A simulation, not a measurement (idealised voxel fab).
This is a process module. Its name is voxel gate over fins.
Section cut is 275 nm wide and gridded with 5 nm square cells.
Just so we're on the same page, the cross-sections are grids of square cells, and they're listed out in bands top to bottom, each band one or more rows deep.
Band: top and bottom heights (nm) first, top before bottom; then materials from left to right, widths in nm. "throughout" marks a sole material filling the band edge to edge. "empty" denotes empty space.
Heights from 0 (as-received wafer is one material below). Bottom band endless downward, as "z 0 and below".
The notation "30..40" denotes a width that varies across the rows of cells in the band, beginning at the first number in the top row, finishing at the second number in the bottom row, and changing by an identical amount from each row to the next.
"changes: none" (step): cross-section cells unchanged, all of them.
The label "Closed cavities" introduces a list of the empty spaces, 8 cells or larger, that have no open way up to the top; each entry in it reads width x height at distance, where the distance is taken from the left edge and all three are stated in nm.
after a step's settings: what the simulator itself notes on the step
overlay nm: mask offset rightward from planned place, masked step; negative means leftward offset.
[The steps planned for the process are as follows]
1. RECEIVE, material Si
2. CONFORMAL_DEP, material SiN, thk nm 10
3. MASKED_ETCH, tone cover, mask id FINS, width nm 15, pitch nm 55, etch materials SiN, depth nm 10, overlay nm 0
4. MASKED_ETCH, tone cover, mask id FINS, width nm 15, pitch nm 55, etch materials Si, depth nm 35, overlay nm 0
5. FILL_DEP, material SiO2, thk nm 10
6. CMP, height nm 10
7. PATTERN, tone open, mask id RAIL, material resist, width nm 15, thk nm 15, overlay nm 0
8. DIRECTIONAL_ETCH, etch materials SiO2, depth nm 40
9. STRIP, etch materials resist
10. CONFORMAL_DEP, material TiN, thk nm 5
11. FILL_DEP, material W, thk nm 10
12. CMP, height nm 10
13. SELECTIVE_ETCH, etch materials W Ru TiN, depth nm 30
14. FILL_DEP, material SiO2, thk nm 5
15. CMP, height nm 10
16. SELECTIVE_ETCH, etch materials SiO2, depth nm 25
17. STRIP, etch materials SiN
18. CONFORMAL_DEP, material HfO2, thk nm 5
19. CONFORMAL_DEP, material TiN, thk nm 5
20. CONFORMAL_DEP, material TiAl, thk nm 5
21. CONFORMAL_DEP, material TiN, thk nm 5
22. FILL_DEP, material W, thk nm 10
23. CMP, height nm 25
24. CONFORMAL_DEP, material SiN, thk nm 10
[Cross-section of the incoming wafer, state after step 1]
	z 0 and below: Si throughout
	Closed cavities: none
[Wafer cross-section at module end: first of two, run to plan]
	z 35 to 25: SiN throughout
	z 25 to 20: W throughout
	z 20 to 15: W: 80, TiN: 110, W: 85
	z 15 to 10: W: 80, TiN: 5, TiAl: 45, TiN: 10, TiAl: 45, TiN: 5, W: 85
	z 10 to 5: W: 80, TiN: 5, TiAl: 5, TiN: 35, TiAl: 5, TiN: 10, TiAl: 5, TiN: 35, TiAl: 5, TiN: 5, W: 85
	z 5 to 0: TiN: 85, TiAl: 5, TiN: 5, HfO2: 25, TiN: 5, TiAl: 5, TiN: 10, TiAl: 5, TiN: 5, HfO2: 25, TiN: 5, TiAl: 5, TiN: 90
	z 0 to -5: TiAl: 90, TiN: 5, HfO2: 5, Si: 15, HfO2: 5, TiN: 5, TiAl: 20, TiN: 5, HfO2: 5, Si: 15, HfO2: 5, TiN: 5, TiAl: 95
	z -5 to -10: TiN: 95, HfO2: 5, Si: 15, HfO2: 5, TiN: 30, HfO2: 5, Si: 15, HfO2: 5, TiN: 100
	z -10 to -15: HfO2: 100, Si: 15, HfO2: 40, Si: 15, HfO2: 105
	z -15 to -20: SiO2: 100, Si: 15, SiO2: 40, Si: 15, SiO2: 105
	z -20 to -25: SiO2: 100, Si: 15, SiO2: 10, TiN: 5, W: 5, TiN: 5, SiO2: 15, Si: 15, SiO2: 105
	z -25 to -30: SiO2: 100, Si: 15, SiO2: 10, TiN: 15, SiO2: 15, Si: 15, SiO2: 105
	z -30 to -35: SiO2: 100, Si: 15, SiO2: 40, Si: 15, SiO2: 105
	z -35 and below: Si throughout
	Closed cavities: none
[second wafer at the end: like start, like plan, one mistake]
	z 35 to 25: SiN throughout
	z 25 to 20: W throughout
	z 20 to 15: W: 80, TiN: 110, W: 85
	z 15 to 10: W: 80, TiN: 5, TiAl: 45, TiN: 10, TiAl: 45, TiN: 5, W: 85
	z 10 to 5: W: 80, TiN: 5, TiAl: 5, TiN: 35, TiAl: 5, TiN: 10, TiAl: 5, TiN: 35, TiAl: 5, TiN: 5, W: 85
	z 5 to 0: TiN: 85, TiAl: 5, TiN: 5, HfO2: 25, TiN: 5, TiAl: 5, TiN: 10, TiAl: 5, TiN: 5, HfO2: 25, TiN: 5, TiAl: 5, TiN: 90
	z 0 to -5: TiAl: 90, TiN: 5, HfO2: 5, Si: 15, HfO2: 5, TiN: 5, TiAl: 20, TiN: 5, HfO2: 5, Si: 15, HfO2: 5, TiN: 5, TiAl: 95
	z -5 to -10: TiN: 95, HfO2: 5, Si: 15, HfO2: 5, TiN: 30, HfO2: 5, Si: 15, HfO2: 5, TiN: 100
	z -10 to -15: HfO2: 100, Si: 15, HfO2: 40, Si: 15, HfO2: 105
	z -15 to -20: SiO2: 100, Si: 15, SiO2: 40, Si: 15, SiO2: 105
	z -20 to -25: SiO2: 100, Si: 15, SiO2: 10, TiN: 5, W: 5, TiN: 5, SiO2: 15, Si: 15, SiO2: 105
	z -25 to -30: SiO2: 100, Si: 15, SiO2: 10, TiN: 15, SiO2: 15, Si: 15, SiO2: 105
	z -30 to -40: SiO2: 100, Si: 15, SiO2: 40, Si: 15, SiO2: 105
	z -40 and below: Si throughout
	Closed cavities: none
Which mistake was made when the wafer was run? step 4: run off-plan, actual operation and settings MASKED_ETCH, tone cover, mask id FINS, width nm 15, pitch nm 55, etch materials Si, depth nm 40, overlay nm 0
In the final state, the cell counts of the second wafer exceed or fall short of those of the first for the following materials: -49 Si, +49 SiO2
